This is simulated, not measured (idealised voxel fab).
Process module heading - voxel tone inversion
Each square cell in cross-section cut measures 5 nm, and the section as a whole is 270 nm wide.
Heads up, the way a cross-section reads in here is a grid of square cells, handed over as bands from the top down, with every band being one or more rows of cells.
Heads up on the band format: heights come first, top then bottom, in nm. After that it's the materials left to right, each with its width in nm. A single material flagged "everywhere" fills the whole band edge to edge, and "empty" means there's empty space there.
Note: height 0 marks the level under which the wafer is uniformly one material as received. Lowest band unbounded below, written "from 0 down".
Think of "30 to 40" as a width that walks from the first number to the second as you go down the band, top row to bottom row, taking equal-sized steps from row to row.
It should be understood that the words "stayed the same", when stated for a given step, signify that the cross-section underwent no change in any of its cells during that step.
Entry "Voids lacking openings" = empty spaces >= 8 cells with no open way to the top; each as width x height at distance, distance from left edge, all nm.
That trailing text on a step's line, after the settings, is the simulator's own remark on the step.
Each step line may optionally specify "overlay nm", which for a step with a mask gives the rightward distance between the mask's planned place and where it lay, a negative value indicating the leftward direction.
For the reader: what remains of this document is a series of pairs, each showing a cross-section before one process step and a cross-section after that step which reaches down only to the lowest band that changed, with the step between them and its settings set out under the pair. It should not be assumed that a pair continues from the pair above it; the pairs can come from different runs of this module on the same starting wafer, and such continuity exists only where the entry headed "Cross-section, before" says so.
### Cross-section, before
  from 0 down  Si everywhere
  Voids lacking openings: none
### Section, Post-Step
  from 10 to 0  SiCN everywhere
  For the remainder of the cross-section, below 0, there is no change.
  Voids lacking openings: none
Step sandwiched between the two cross-sections above: CONFORMAL_DEP (material SiCN; thk nm 10)
Cross-section, before: look at the pair above, its after cross-section is where this step starts.
### Section, Post-Step
  from 25 to 10  polySi everywhere
  For the remainder of the cross-section, below 10, there is no change.
  Voids lacking openings: none
Step sandwiched between the two cross-sections above: DIRECTIONAL_DEP (material polySi; thk nm 15)
Cross-section, before: look at the pair above, its after cross-section is where this step starts.
### Section, Post-Step
  from 50 to 25  90 of empty, 15 of resist, 20 of empty, 15 of resist, 20 of empty, 15 of resist, 95 of empty
  For the remainder of the cross-section, below 25, there is no change.
  Voids lacking openings: none
Step sandwiched between the two cross-sections above: PATTERN (tone cover; mask id POSTS; material resist; width nm 15; pitch nm 35; thk nm 25; overlay nm 0)
Cross-section, before: look at the pair above, its after cross-section is where this step starts.
### Section, Post-Step
  from 50 to 25  90 of empty, 15 of resist, 20 of empty, 15 of resist, 20 of empty, 15 of resist, 95 of empty
  from 25 to 10  90 of empty, 15 of polySi, 20 of empty, 15 of polySi, 20 of empty, 15 of polySi, 95 of empty
  For the remainder of the cross-section, below 10, there is no change.
  Voids lacking openings: none
Step sandwiched between the two cross-sections above: DIRECTIONAL_ETCH (etch materials polySi; depth nm 15)
Cross-section, before: look at the pair above, its after cross-section is where this step starts.
### Section, Post-Step
  from 25 to 10  90 of empty, 15 of polySi, 20 of empty, 15 of polySi, 20 of empty, 15 of polySi, 95 of empty
  For the remainder of the cross-section, below 10, there is no change.
  Voids lacking openings: none
Step sandwiched between the two cross-sections above: STRIP (etch materials resist)
Cross-section, before: look at the pair above, its after cross-section is where this step starts.
### Section, Post-Step
  from 35 to 25  lowk everywhere
  from 25 to 10  90 of lowk, 15 of polySi, 20 of lowk, 15 of polySi, 20 of lowk, 15 of polySi, 95 of lowk
  For the remainder of the cross-section, below 10, there is no change.
  Voids lacking openings: none
Step sandwiched between the two cross-sections above: FILL_DEP (material lowk; thk nm 10)
Cross-section, before: look at the pair above, its after cross-section is where this step starts.
### Section, Post-Step
  from 25 to 10  90 of lowk, 15 of polySi, 20 of lowk, 15 of polySi, 20 of lowk, 15 of polySi, 95 of lowk
  For the remainder of the cross-section, below 10, there is no change.
  Voids lacking openings: none
Step sandwiched between the two cross-sections above: CMP (height nm 25)
Cross-section, before: look at the pair above, its after cross-section is where this step starts.
### Section, Post-Step
  from 25 to 10  90 of lowk, 15 of empty, 20 of lowk, 15 of empty, 20 of lowk, 15 of empty, 95 of lowk
  For the remainder of the cross-section, below 10, there is no change.
  Voids lacking openings: none
Step sandwiched between the two cross-sections above: STRIP (etch materials polySi)
Cross-section, before: look at the pair above, its after cross-section is where this step starts.
### Section, Post-Step
  from 30 to 25  95 of TiN, 5 of empty, 30 of TiN, 5 of empty, 30 of TiN, 5 of empty, 100 of TiN
  from 25 to 15  90 of lowk, 5 of TiN, 5 of empty, 5 of TiN, 20 of lowk, 5 of TiN, 5 of empty, 5 of TiN, 20 of lowk, 5 of TiN, 5 of empty, 5 of TiN, 95 of lowk
  from 15 to 10  90 of lowk, 15 of TiN, 20 of lowk, 15 of TiN, 20 of lowk, 15 of TiN, 95 of lowk
  For the remainder of the cross-section, below 10, there is no change.
  Voids lacking openings: none
Step sandwiched between the two cross-sections above: CONFORMAL_DEP (material TiN; thk nm 5)
Cross-section, before: look at the pair above, its after cross-section is where this step starts.
### Section, Post-Step
  from 35 to 30  Ru everywhere
  from 30 to 25  95 of TiN, 5 of Ru, 30 of TiN, 5 of Ru, 30 of TiN, 5 of Ru, 100 of TiN
  from 25 to 15  90 of lowk, 5 of TiN, 5 of Ru, 5 of TiN, 20 of lowk, 5 of TiN, 5 of Ru, 5 of TiN, 20 of lowk, 5 of TiN, 5 of Ru, 5 of TiN, 95 of lowk
  For the remainder of the cross-section, below 15, there is no change.
  Voids lacking openings: none
Step sandwiched between the two cross-sections above: FILL_DEP (material Ru; thk nm 5)
Cross-section, before: look at the pair above, its after cross-section is where this step starts.
### Section, Post-Step
  from 25 to 15  90 of lowk, 5 of TiN, 5 of Ru, 5 of TiN, 20 of lowk, 5 of TiN, 5 of Ru, 5 of TiN, 20 of lowk, 5 of TiN, 5 of Ru, 5 of TiN, 95 of lowk
  For the remainder of the cross-section, below 15, there is no change.
  Voids lacking openings: none
Step sandwiched between the two cross-sections above: CMP (height nm 25)
Cross-section, before: look at the pair above, its after cross-section is where this step starts.
### Section, Post-Step
  from 30 to 25  SiCN everywhere
  For the remainder of the cross-section, below 25, there is no change.
  Voids lacking openings: none
Step sandwiched between the two cross-sections above: CONFORMAL_DEP (material SiCN; thk nm 5)
### Cross-section, before
  from 0 down  Si everywhere
  Voids lacking openings: none
### Section, Post-Step
  from 15 to 0  polySi everywhere
  For the remainder of the cross-section, below 0, there is no change.
  Voids lacking openings: none
Step sandwiched between the two cross-sections above: DIRECTIONAL_DEP (material polySi; thk nm 15)
Cross-section, before: look at the pair above, its after cross-section is where this step starts.
### Section, Post-Step
  from 40 to 15  90 of empty, 15 of resist, 20 of empty, 15 of resist, 20 of empty, 15 of resist, 95 of empty
  For the remainder of the cross-section, below 15, there is no change.
  Voids lacking openings: none
Step sandwiched between the two cross-sections above: PATTERN (tone cover; mask id POSTS; material resist; width nm 15; pitch nm 35; thk nm 25; overlay nm 0)
Cross-section, before: look at the pair above, its after cross-section is where this step starts.
### Section, Post-Step
  from 40 to 15  90 of empty, 15 of resist, 20 of empty, 15 of resist, 20 of empty, 15 of resist, 95 of empty
  from 15 to 0  90 of empty, 15 of polySi, 20 of empty, 15 of polySi, 20 of empty, 15 of polySi, 95 of empty
  For the remainder of the cross-section, below 0, there is no change.
  Voids lacking openings: none
Step sandwiched between the two cross-sections above: DIRECTIONAL_ETCH (etch materials polySi; depth nm 15)
Cross-section, before: look at the pair above, its after cross-section is where this step starts.
### Section, Post-Step
  from 15 to 0  90 of empty, 15 of polySi, 20 of empty, 15 of polySi, 20 of empty, 15 of polySi, 95 of empty
  For the remainder of the cross-section, below 0, there is no change.
  Voids lacking openings: none
Step sandwiched between the two cross-sections above: STRIP (etch materials resist)
Cross-section, before: look at the pair above, its after cross-section is where this step starts.
### Section, Post-Step
  from 25 to 15  lowk everywhere
  from 15 to 0  90 of lowk, 15 of polySi, 20 of lowk, 15 of polySi, 20 of lowk, 15 of polySi, 95 of lowk
  For the remainder of the cross-section, below 0, there is no change.
  Voids lacking openings: none
Step sandwiched between the two cross-sections above: FILL_DEP (material lowk; thk nm 10)
Cross-section, before: look at the pair above, its after cross-section is where this step starts.
### Section, Post-Step
  from 30 to 25  TiN everywhere
  For the remainder of the cross-section, below 25, there is no change.
  Voids lacking openings: none
Step sandwiched between the two cross-sections above: CONFORMAL_DEP (material TiN; thk nm 5)
Cross-section, before: look at the pair above, its after cross-section is where this step starts.
### Section, Post-Step
  from 35 to 30  Ru everywhere
  For the remainder of the cross-section, below 30, there is no change.
  Voids lacking openings: none
Step sandwiched between the two cross-sections above: FILL_DEP (material Ru; thk nm 5)
Cross-section, before: look at the pair above, its after cross-section is where this step starts.
### Section, Post-Step
  from 25 to 15  lowk everywhere
  For the remainder of the cross-section, below 15, there is no change.
  Voids lacking openings: none
Step sandwiched between the two cross-sections above: CMP (height nm 25)
Cross-section, before: look at the pair above, its after cross-section is where this step starts.
### Section, Post-Step
  from 30 to 25  SiCN everywhere
  For the remainder of the cross-section, below 25, there is no change.
  Voids lacking openings: none
Step sandwiched between the two cross-sections above: CONFORMAL_DEP (material SiCN; thk nm 5)
### Cross-section, before
  from 15 to 0  polySi everywhere
  from 0 down  Si everywhere
  Voids lacking openings: none
### Section, Post-Step
  from 25 to 15  SiCN everywhere
  For the remainder of the cross-section, below 15, there is no change.
  Voids lacking openings: none
Step sandwiched between the two cross-sections above: CONFORMAL_DEP (material SiCN; thk nm 10)
Cross-section, before: look at the pair above, its after cross-section is where this step starts.
### Section, Post-Step
  from 50 to 25  90 of empty, 15 of resist, 20 of empty, 15 of resist, 20 of empty, 15 of resist, 95 of empty
  For the remainder of the cross-section, below 25, there is no change.
  Voids lacking openings: none
Step sandwiched between the two cross-sections above: PATTERN (tone cover; mask id POSTS; material resist; width nm 15; pitch nm 35; thk nm 25; overlay nm 0)
Cross-section, before: look at the pair above, its after cross-section is where this step starts.
### Section, Post-Step
  from 25 to 15  SiCN everywhere
  For the remainder of the cross-section, below 15, there is no change.
  Voids lacking openings: none
Step sandwiched between the two cross-sections above: STRIP (etch materials resist)
Cross-section, before: look at the pair above, its after cross-section is where this step starts.
### Section, Post-Step
  from 35 to 25  lowk everywhere
  For the remainder of the cross-section, below 25, there is no change.
  Voids lacking openings: none
Step sandwiched between the two cross-sections above: FILL_DEP (material lowk; thk nm 10)
Cross-section, before: look at the pair above, its after cross-section is where this step starts.
### Section, Post-Step
  from 25 to 15  SiCN everywhere
  For the remainder of the cross-section, below 15, there is no change.
  Voids lacking openings: none
Step sandwiched between the two cross-sections above: CMP (height nm 25)
Cross-section, before: look at the pair above, its after cross-section is where this step starts.
### Section, Post-Step
  from 30 to 25  TiN everywhere
  For the remainder of the cross-section, below 25, there is no change.
  Voids lacking openings: none
Step sandwiched between the two cross-sections above: CONFORMAL_DEP (material TiN; thk nm 5)
Cross-section, before: look at the pair above, its after cross-section is where this step starts.
### Section, Post-Step
  from 35 to 30  Ru everywhere
  For the remainder of the cross-section, below 30, there is no change.
  Voids lacking openings: none
Step sandwiched between the two cross-sections above: FILL_DEP (material Ru; thk nm 5)
Cross-section, before: look at the pair above, its after cross-section is where this step starts.
### Section, Post-Step
  from 25 to 15  SiCN everywhere
  For the remainder of the cross-section, below 15, there is no change.
  Voids lacking openings: none
Step sandwiched between the two cross-sections above: CMP (height nm 25)
Cross-section, before: look at the pair above, its after cross-section is where this step starts.
### Section, Post-Step
  from 30 to 15  SiCN everywhere
  For the remainder of the cross-section, below 15, there is no change.
  Voids lacking openings: none
Step sandwiched between the two cross-sections above: CONFORMAL_DEP (material SiCN; thk nm 5)
### Cross-section, before
  from 10 to 0  SiCN everywhere
  from 0 down  Si everywhere
  Voids lacking openings: none
### Section, Post-Step
  from 20 to 10  polySi everywhere
  For the remainder of the cross-section, below 10, there is no change.
  Voids lacking openings: none
Step sandwiched between the two cross-sections above: DIRECTIONAL_DEP (material polySi; thk nm 10)
Cross-section, before: look at the pair above, its after cross-section is where this step starts.
### Section, Post-Step
  from 45 to 20  90 of empty, 15 of resist, 20 of empty, 15 of resist, 20 of empty, 15 of resist, 95 of empty
  For the remainder of the cross-section, below 20, there is no change.
  Voids lacking openings: none
Step sandwiched between the two cross-sections above: PATTERN (tone cover; mask id POSTS; material resist; width nm 15; pitch nm 35; thk nm 25; overlay nm 0)
Cross-section, before: look at the pair above, its after cross-section is where this step starts.
### Section, Post-Step
  from 45 to 20  90 of empty, 15 of resist, 20 of empty, 15 of resist, 20 of empty, 15 of resist, 95 of empty
  from 20 to 10  90 of empty, 15 of polySi, 20 of empty, 15 of polySi, 20 of empty, 15 of polySi, 95 of empty
  For the remainder of the cross-section, below 10, there is no change.
  Voids lacking openings: none
Step sandwiched between the two cross-sections above: DIRECTIONAL_ETCH (etch materials polySi; depth nm 15)
Cross-section, before: look at the pair above, its after cross-section is where this step starts.
### Section, Post-Step
  from 20 to 10  90 of empty, 15 of polySi, 20 of empty, 15 of polySi, 20 of empty, 15 of polySi, 95 of empty
  For the remainder of the cross-section, below 10, there is no change.
  Voids lacking openings: none
Step sandwiched between the two cross-sections above: STRIP (etch materials resist)
Cross-section, before: look at the pair above, its after cross-section is where this step starts.
### Section, Post-Step
  from 30 to 20  lowk everywhere
  from 20 to 10  90 of lowk, 15 of polySi, 20 of lowk, 15 of polySi, 20 of lowk, 15 of polySi, 95 of lowk
  For the remainder of the cross-section, below 10, there is no change.
  Voids lacking openings: none
Step sandwiched between the two cross-sections above: FILL_DEP (material lowk; thk nm 10)
Cross-section, before: look at the pair above, its after cross-section is where this step starts.
### Section, Post-Step
  from 25 to 20  lowk everywhere
  For the remainder of the cross-section, below 20, there is no change.
  Voids lacking openings: none
Step sandwiched between the two cross-sections above: CMP (height nm 25)
Cross-section, before: look at the pair above, its after cross-section is where this step starts.
### Section, Post-Step
  from 30 to 25  TiN everywhere
  For the remainder of the cross-section, below 25, there is no change.
  Voids lacking openings: none
Step sandwiched between the two cross-sections above: CONFORMAL_DEP (material TiN; thk nm 5)
Cross-section, before: look at the pair above, its after cross-section is where this step starts.
### Section, Post-Step
  from 35 to 30  Ru everywhere
  For the remainder of the cross-section, below 30, there is no change.
  Voids lacking openings: none
Step sandwiched between the two cross-sections above: FILL_DEP (material Ru; thk nm 5)
Cross-section, before: look at the pair above, its after cross-section is where this step starts.
### Section, Post-Step
  from 25 to 20  lowk everywhere
  For the remainder of the cross-section, below 20, there is no change.
  Voids lacking openings: none
Step sandwiched between the two cross-sections above: CMP (height nm 25)
Cross-section, before: look at the pair above, its after cross-section is where this step starts.
### Section, Post-Step
  from 30 to 25  SiCN everywhere
  For the remainder of the cross-section, below 25, there is no change.
  Voids lacking openings: none
Step sandwiched between the two cross-sections above: CONFORMAL_DEP (material SiCN; thk nm 5)
### Cross-section, before
  from 25 to 10  polySi everywhere
  from 10 to 0  SiCN everywhere
  from 0 down  Si everywhere
  Voids lacking openings: none
### Section, Post-Step
  from 50 to 25  90 of empty, 20 of resist, 15 of empty, 20 of resist, 15 of empty, 20 of resist, 90 of empty
  For the remainder of the cross-section, below 25, there is no change.
  Voids lacking openings: none
Step sandwiched between the two cross-sections above: PATTERN (tone cover; mask id POSTS; material resist; width nm 20; pitch nm 35; thk nm 25; overlay nm 0)
Cross-section, before: look at the pair above, its after cross-section is where this step starts.
### Section, Post-Step
  from 50 to 25  90 of empty, 20 of resist, 15 of empty, 20 of resist, 15 of empty, 20 of resist, 90 of empty
  from 25 to 10  90 of empty, 20 of polySi, 15 of empty, 20 of polySi, 15 of empty, 20 of polySi, 90 of empty
  For the remainder of the cross-section, below 10, there is no change.
  Voids lacking openings: none
Step sandwiched between the two cross-sections above: DIRECTIONAL_ETCH (etch materials polySi; depth nm 15)
Cross-section, before: look at the pair above, its after cross-section is where this step starts.
### Section, Post-Step
  from 25 to 10  90 of empty, 20 of polySi, 15 of empty, 20 of polySi, 15 of empty, 20 of polySi, 90 of empty
  For the remainder of the cross-section, below 10, there is no change.
  Voids lacking openings: none
Step sandwiched between the two cross-sections above: STRIP (etch materials resist)
Cross-section, before: look at the pair above, its after cross-section is where this step starts.
### Section, Post-Step
  from 35 to 25  lowk everywhere
  from 25 to 10  90 of lowk, 20 of polySi, 15 of lowk, 20 of polySi, 15 of lowk, 20 of polySi, 90 of lowk
  For the remainder of the cross-section, below 10, there is no change.
  Voids lacking openings: none
Step sandwiched between the two cross-sections above: FILL_DEP (material lowk; thk nm 10)
Cross-section, before: look at the pair above, its after cross-section is where this step starts.
### Section, Post-Step
  from 25 to 10  90 of lowk, 20 of polySi, 15 of lowk, 20 of polySi, 15 of lowk, 20 of polySi, 90 of lowk
  For the remainder of the cross-section, below 10, there is no change.
  Voids lacking openings: none
Step sandwiched between the two cross-sections above: CMP (height nm 25)
Cross-section, before: look at the pair above, its after cross-section is where this step starts.
### Section, Post-Step
  from 25 to 10  90 of lowk, 20 of empty, 15 of lowk, 20 of empty, 15 of lowk, 20 of empty, 90 of lowk
  For the remainder of the cross-section, below 10, there is no change.
  Voids lacking openings: none
Step sandwiched between the two cross-sections above: STRIP (etch materials polySi)
Cross-section, before: look at the pair above, its after cross-section is where this step starts.
### Section, Post-Step
  from 30 to 25  95 of TiN, 10 of empty, 25 of TiN, 10 of empty, 25 of TiN, 10 of empty, 95 of TiN
  from 25 to 15  90 of lowk, 5 of TiN, 10 of empty, 5 of TiN, 15 of lowk, 5 of TiN, 10 of empty, 5 of TiN, 15 of lowk, 5 of TiN, 10 of empty, 5 of TiN, 90 of lowk
  from 15 to 10  90 of lowk, 20 of TiN, 15 of lowk, 20 of TiN, 15 of lowk, 20 of TiN, 90 of lowk
  For the remainder of the cross-section, below 10, there is no change.
  Voids lacking openings: none
Step sandwiched between the two cross-sections above: CONFORMAL_DEP (material TiN; thk nm 5)
Cross-section, before: look at the pair above, its after cross-section is where this step starts.
### Section, Post-Step
  from 35 to 30  Ru everywhere
  from 30 to 25  95 of TiN, 10 of Ru, 25 of TiN, 10 of Ru, 25 of TiN, 10 of Ru, 95 of TiN
  from 25 to 15  90 of lowk, 5 of TiN, 10 of Ru, 5 of TiN, 15 of lowk, 5 of TiN, 10 of Ru, 5 of TiN, 15 of lowk, 5 of TiN, 10 of Ru, 5 of TiN, 90 of lowk
  For the remainder of the cross-section, below 15, there is no change.
  Voids lacking openings: none
Step sandwiched between the two cross-sections above: FILL_DEP (material Ru; thk nm 5)
Cross-section, before: look at the pair above, its after cross-section is where this step starts.
### Section, Post-Step
  from 25 to 15  90 of lowk, 5 of TiN, 10 of Ru, 5 of TiN, 15 of lowk, 5 of TiN, 10 of Ru, 5 of TiN, 15 of lowk, 5 of TiN, 10 of Ru, 5 of TiN, 90 of lowk
  For the remainder of the cross-section, below 15, there is no change.
  Voids lacking openings: none
Step sandwiched between the two cross-sections above: CMP (height nm 25)
Cross-section, before: look at the pair above, its after cross-section is where this step starts.
### Section, Post-Step
  from 30 to 25  SiCN everywhere
  For the remainder of the cross-section, below 25, there is no change.
  Voids lacking openings: none
Step sandwiched between the two cross-sections above: CONFORMAL_DEP (material SiCN; thk nm 5)
### Cross-section, before
  from 25 to 10  polySi everywhere
  from 10 to 0  SiCN everywhere
  from 0 down  Si everywhere
  Voids lacking openings: none
### Section, Post-Step
  from 50 to 25  85 of empty, 15 of resist, 20 of empty, 15 of resist, 20 of empty, 15 of resist, 100 of empty
  For the remainder of the cross-section, below 25, there is no change.
  Voids lacking openings: none
Step sandwiched between the two cross-sections above: PATTERN (tone cover; mask id POSTS; material resist; width nm 15; pitch nm 35; thk nm 25; overlay nm -5)
Cross-section, before: look at the pair above, its after cross-section is where this step starts.
### Section, Post-Step
  from 50 to 25  85 of empty, 15 of resist, 20 of empty, 15 of resist, 20 of empty, 15 of resist, 100 of empty
  from 25 to 10  85 of empty, 15 of polySi, 20 of empty, 15 of polySi, 20 of empty, 15 of polySi, 100 of empty
  For the remainder of the cross-section, below 10, there is no change.
  Voids lacking openings: none
Step sandwiched between the two cross-sections above: DIRECTIONAL_ETCH (etch materials polySi; depth nm 15)
Cross-section, before: look at the pair above, its after cross-section is where this step starts.
### Section, Post-Step
  from 25 to 10  85 of empty, 15 of polySi, 20 of empty, 15 of polySi, 20 of empty, 15 of polySi, 100 of empty
  For the remainder of the cross-section, below 10, there is no change.
  Voids lacking openings: none
Step sandwiched between the two cross-sections above: STRIP (etch materials resist)
Cross-section, before: look at the pair above, its after cross-section is where this step starts.
### Section, Post-Step
  from 35 to 25  lowk everywhere
  from 25 to 10  85 of lowk, 15 of polySi, 20 of lowk, 15 of polySi, 20 of lowk, 15 of polySi, 100 of lowk
  For the remainder of the cross-section, below 10, there is no change.
  Voids lacking openings: none
Step sandwiched between the two cross-sections above: FILL_DEP (material lowk; thk nm 10)
Cross-section, before: look at the pair above, its after cross-section is where this step starts.
### Section, Post-Step
  from 25 to 10  85 of lowk, 15 of polySi, 20 of lowk, 15 of polySi, 20 of lowk, 15 of polySi, 100 of lowk
  For the remainder of the cross-section, below 10, there is no change.
  Voids lacking openings: none
Step sandwiched between the two cross-sections above: CMP (height nm 25)
Cross-section, before: look at the pair above, its after cross-section is where this step starts.
### Section, Post-Step
  from 25 to 10  85 of lowk, 15 of empty, 20 of lowk, 15 of empty, 20 of lowk, 15 of empty, 100 of lowk
  For the remainder of the cross-section, below 10, there is no change.
  Voids lacking openings: none
Step sandwiched between the two cross-sections above: STRIP (etch materials polySi)
Cross-section, before: look at the pair above, its after cross-section is where this step starts.
### Section, Post-Step
  from 30 to 25  90 of TiN, 5 of empty, 30 of TiN, 5 of empty, 30 of TiN, 5 of empty, 105 of TiN
  from 25 to 15  85 of lowk, 5 of TiN, 5 of empty, 5 of TiN, 20 of lowk, 5 of TiN, 5 of empty, 5 of TiN, 20 of lowk, 5 of TiN, 5 of empty, 5 of TiN, 100 of lowk
  from 15 to 10  85 of lowk, 15 of TiN, 20 of lowk, 15 of TiN, 20 of lowk, 15 of TiN, 100 of lowk
  For the remainder of the cross-section, below 10, there is no change.
  Voids lacking openings: none
Step sandwiched between the two cross-sections above: CONFORMAL_DEP (material TiN; thk nm 5)
Cross-section, before: look at the pair above, its after cross-section is where this step starts.
### Section, Post-Step
  from 35 to 30  Ru everywhere
  from 30 to 25  90 of TiN, 5 of Ru, 30 of TiN, 5 of Ru, 30 of TiN, 5 of Ru, 105 of TiN
  from 25 to 15  85 of lowk, 5 of TiN, 5 of Ru, 5 of TiN, 20 of lowk, 5 of TiN, 5 of Ru, 5 of TiN, 20 of lowk, 5 of TiN, 5 of Ru, 5 of TiN, 100 of lowk
  For the remainder of the cross-section, below 15, there is no change.
  Voids lacking openings: none
Step sandwiched between the two cross-sections above: FILL_DEP (material Ru; thk nm 5)
Cross-section, before: look at the pair above, its after cross-section is where this step starts.
### Section, Post-Step
  from 25 to 15  85 of lowk, 5 of TiN, 5 of Ru, 5 of TiN, 20 of lowk, 5 of TiN, 5 of Ru, 5 of TiN, 20 of lowk, 5 of TiN, 5 of Ru, 5 of TiN, 100 of lowk
  For the remainder of the cross-section, below 15, there is no change.
  Voids lacking openings: none
Step sandwiched between the two cross-sections above: CMP (height nm 25)
Cross-section, before: look at the pair above, its after cross-section is where this step starts.
### Section, Post-Step
  from 30 to 25  SiCN everywhere
  For the remainder of the cross-section, below 25, there is no change.
  Voids lacking openings: none
Step sandwiched between the two cross-sections above: CONFORMAL_DEP (material SiCN; thk nm 5)
### Cross-section, before
  from 25 to 15  90 of lowk, 5 of TiN, 5 of Ru, 5 of TiN, 20 of lowk, 5 of TiN, 5 of Ru, 5 of TiN, 20 of lowk, 5 of TiN, 5 of Ru, 5 of TiN, 95 of lowk
  from 15 to 10  90 of lowk, 15 of TiN, 20 of lowk, 15 of TiN, 20 of lowk, 15 of TiN, 95 of lowk
  from 10 to 0  SiCN everywhere
  from 0 down  Si everywhere
  Voids lacking openings: none
### Section, Post-Step
  from 30 to 25  Ru everywhere
  For the remainder of the cross-section, below 25, there is no change.
  Voids lacking openings: none
Step sandwiched between the two cross-sections above: CONFORMAL_DEP (material Ru; thk nm 5)
### Cross-section, before
  from 25 to 10  polySi everywhere
  from 10 to 0  SiCN everywhere
  from 0 down  Si everywhere
  Voids lacking openings: none
### Section, Post-Step
  from 50 to 25  90 of resist, 15 of empty, 20 of resist, 15 of empty, 20 of resist, 15 of empty, 95 of resist
  For the remainder of the cross-section, below 25, there is no change.
  Voids lacking openings: none
Step sandwiched between the two cross-sections above: PATTERN (tone open; mask id POSTS; material resist; width nm 15; pitch nm 35; thk nm 25; overlay nm 0)
Cross-section, before: look at the pair above, its after cross-section is where this step starts.
### Section, Post-Step
  from 50 to 25  90 of resist, 15 of empty, 20 of resist, 15 of empty, 20 of resist, 15 of empty, 95 of resist
  from 25 to 10  90 of polySi, 15 of empty, 20 of polySi, 15 of empty, 20 of polySi, 15 of empty, 95 of polySi
  For the remainder of the cross-section, below 10, there is no change.
  Voids lacking openings: none
Step sandwiched between the two cross-sections above: DIRECTIONAL_ETCH (etch materials polySi; depth nm 15)
Cross-section, before: look at the pair above, its after cross-section is where this step starts.
### Section, Post-Step
  from 25 to 10  90 of polySi, 15 of empty, 20 of polySi, 15 of empty, 20 of polySi, 15 of empty, 95 of polySi
  For the remainder of the cross-section, below 10, there is no change.
  Voids lacking openings: none
Step sandwiched between the two cross-sections above: STRIP (etch materials resist)
Cross-section, before: look at the pair above, its after cross-section is where this step starts.
### Section, Post-Step
  from 35 to 25  lowk everywhere
  from 25 to 10  90 of polySi, 15 of lowk, 20 of polySi, 15 of lowk, 20 of polySi, 15 of lowk, 95 of polySi
  For the remainder of the cross-section, below 10, there is no change.
  Voids lacking openings: none
Step sandwiched between the two cross-sections above: FILL_DEP (material lowk; thk nm 10)
Cross-section, before: look at the pair above, its after cross-section is where this step starts.
### Section, Post-Step
  from 25 to 10  90 of polySi, 15 of lowk, 20 of polySi, 15 of lowk, 20 of polySi, 15 of lowk, 95 of polySi
  For the remainder of the cross-section, below 10, there is no change.
  Voids lacking openings: none
Step sandwiched between the two cross-sections above: CMP (height nm 25)
Cross-section, before: look at the pair above, its after cross-section is where this step starts.
### Section, Post-Step
  from 25 to 10  90 of empty, 15 of lowk, 20 of empty, 15 of lowk, 20 of empty, 15 of lowk, 95 of empty
  For the remainder of the cross-section, below 10, there is no change.
  Voids lacking openings: none
Step sandwiched between the two cross-sections above: STRIP (etch materials polySi)
Cross-section, before: look at the pair above, its after cross-section is where this step starts.
### Section, Post-Step
  from 30 to 25  85 of empty, 25 of TiN, 10 of empty, 25 of TiN, 10 of empty, 25 of TiN, 90 of empty
  from 25 to 15  85 of empty, 5 of TiN, 15 of lowk, 5 of TiN, 10 of empty, 5 of TiN, 15 of lowk, 5 of TiN, 10 of empty, 5 of TiN, 15 of lowk, 5 of TiN, 90 of empty
  from 15 to 10  90 of TiN, 15 of lowk, 20 of TiN, 15 of lowk, 20 of TiN, 15 of lowk, 95 of TiN
  For the remainder of the cross-section, below 10, there is no change.
  Voids lacking openings: none
Step sandwiched between the two cross-sections above: CONFORMAL_DEP (material TiN; thk nm 5)
Cross-section, before: look at the pair above, its after cross-section is where this step starts.
### Section, Post-Step
  from 35 to 30  Ru everywhere
  from 30 to 25  85 of Ru, 25 of TiN, 10 of Ru, 25 of TiN, 10 of Ru, 25 of TiN, 90 of Ru
  from 25 to 15  85 of Ru, 5 of TiN, 15 of lowk, 5 of TiN, 10 of Ru, 5 of TiN, 15 of lowk, 5 of TiN, 10 of Ru, 5 of TiN, 15 of lowk, 5 of TiN, 90 of Ru
  For the remainder of the cross-section, below 15, there is no change.
  Voids lacking openings: none
Step sandwiched between the two cross-sections above: FILL_DEP (material Ru; thk nm 5)
Cross-section, before: look at the pair above, its after cross-section is where this step starts.
### Section, Post-Step
  from 25 to 15  85 of Ru, 5 of TiN, 15 of lowk, 5 of TiN, 10 of Ru, 5 of TiN, 15 of lowk, 5 of TiN, 10 of Ru, 5 of TiN, 15 of lowk, 5 of TiN, 90 of Ru
  For the remainder of the cross-section, below 15, there is no change.
  Voids lacking openings: none
Step sandwiched between the two cross-sections above: CMP (height nm 25)
Cross-section, before: look at the pair above, its after cross-section is where this step starts.
### Section, Post-Step
  from 30 to 25  SiCN everywhere
  For the remainder of the cross-section, below 25, there is no change.
  Voids lacking openings: none
Step sandwiched between the two cross-sections above: CONFORMAL_DEP (material SiCN; thk nm 5)
